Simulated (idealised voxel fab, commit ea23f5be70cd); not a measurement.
You're looking at the process module voxel self aligned vias.
This is section cut - it's 260 nm across, gridded in 5 nm square cells.
Reading order for cross-sections: top band down to bottom band. Underlying form: a grid of square cells. Band size: one or more rows of cells.
A band entry consists of two parts. The first gives the height of the band's top and the height of its bottom, in nm. The rest lists the band's materials from left to right, each with its width in nm. A single material labelled with the word "edge to edge" fills the band from edge to edge, and the word "blank" marks empty space.
Height datum 0, below which the as-received substrate wafer is one material. Lowest band open at the bottom, running downward: "0 -> down".
Width "30..40": first value at the band's top row of cells, second value at its bottom row, equal change from row to row.
Where the words "all unchanged" appear for a step, the cross-section shows no cell changed by that step; every cell remained as before.
For the entry "Enclosed empty spaces", the listed items are empty spaces with no open way to the top whose size is 8 cells or more; each item follows the pattern width x height at distance, where distance is from the left edge and all three are in nm.
Step line, after settings: the simulator's comment on this step.
overlay nm: on a step with a mask, how far right of its planned place the mask lay; negative means left.
-- Planned step list for the process
1) RECEIVE [material Si]
2) CONFORMAL_DEP [material SiO2] [thk nm 15]
3) CONFORMAL_DEP [material SiCN] [thk nm 5]
4) DIRECTIONAL_DEP [material SiO2] [thk nm 20]
5) DIRECTIONAL_DEP [material aC] [thk nm 10]
6) PATTERN [tone open] [mask id LINES] [material resist] [width nm 20] [pitch nm 60] [thk nm 25] [overlay nm 0]
7) DIRECTIONAL_ETCH [etch materials aC] [depth nm 10]
8) STRIP [etch materials resist]
9) DIRECTIONAL_ETCH [etch materials SiO2] [depth nm 20]
10) STRIP [etch materials aC]
11) CONFORMAL_DEP [material TiN] [thk nm 5]
12) FILL_DEP [material Ru] [thk nm 5]
13) CMP [height nm 40]
14) SELECTIVE_ETCH [etch materials W Ru TiN] [depth nm 5]
15) FILL_DEP [material SiN] [thk nm 10]
16) CMP [height nm 40]
17) DIRECTIONAL_DEP [material SiO2] [thk nm 15]
18) MASKED_ETCH [tone open] [mask id VIAS] [width nm 40] [pitch nm 120] [etch materials SiO2] [depth nm 15] [overlay nm 0]
19) MASKED_ETCH [tone open] [mask id VIAS] [width nm 40] [pitch nm 120] [etch materials SiN] [depth nm 5] [overlay nm 0]
20) CONFORMAL_DEP [material TiN] [thk nm 5]
21) FILL_DEP [material Ru] [thk nm 10]
22) CMP [height nm 55]
23) CONFORMAL_DEP [material SiN] [thk nm 5]
Across this set of wafers, the varied parameter is the width nm of step 6. Starting conditions are identical for every wafer, and the plan reports the value assigned to the first wafer.
-- First of several wafers (as received, post step 1), cross-sectional view
* 0 -> down | Si edge to edge
* Enclosed empty spaces: none
-- The rows of the table below are wafers. Looking at the end of the module, a row counts, for every material, the cells the wafer has gained, shown as (+), or lost, shown as (-), since it was received; its closed voids come next
width nm 20, +40 Ru, +52 SiCN, +56 SiN, +424 SiO2, +52 TiN, Enclosed empty spaces: none
width nm 25, +48 Ru, +52 SiCN, +57 SiN, +412 SiO2, +55 TiN, Enclosed empty spaces: none
width nm 30, +56 Ru, +52 SiCN, +58 SiN, +400 SiO2, +58 TiN, Enclosed empty spaces: none
width nm 35, +64 Ru, +52 SiCN, +59 SiN, +388 SiO2, +61 TiN, Enclosed empty spaces: none
width nm 40, +72 Ru, +52 SiCN, +60 SiN, +376 SiO2, +64 TiN, Enclosed empty spaces: none
width nm 45, +78 Ru, +52 SiCN, +63 SiN, +364 SiO2, +67 TiN, Enclosed empty spaces: none
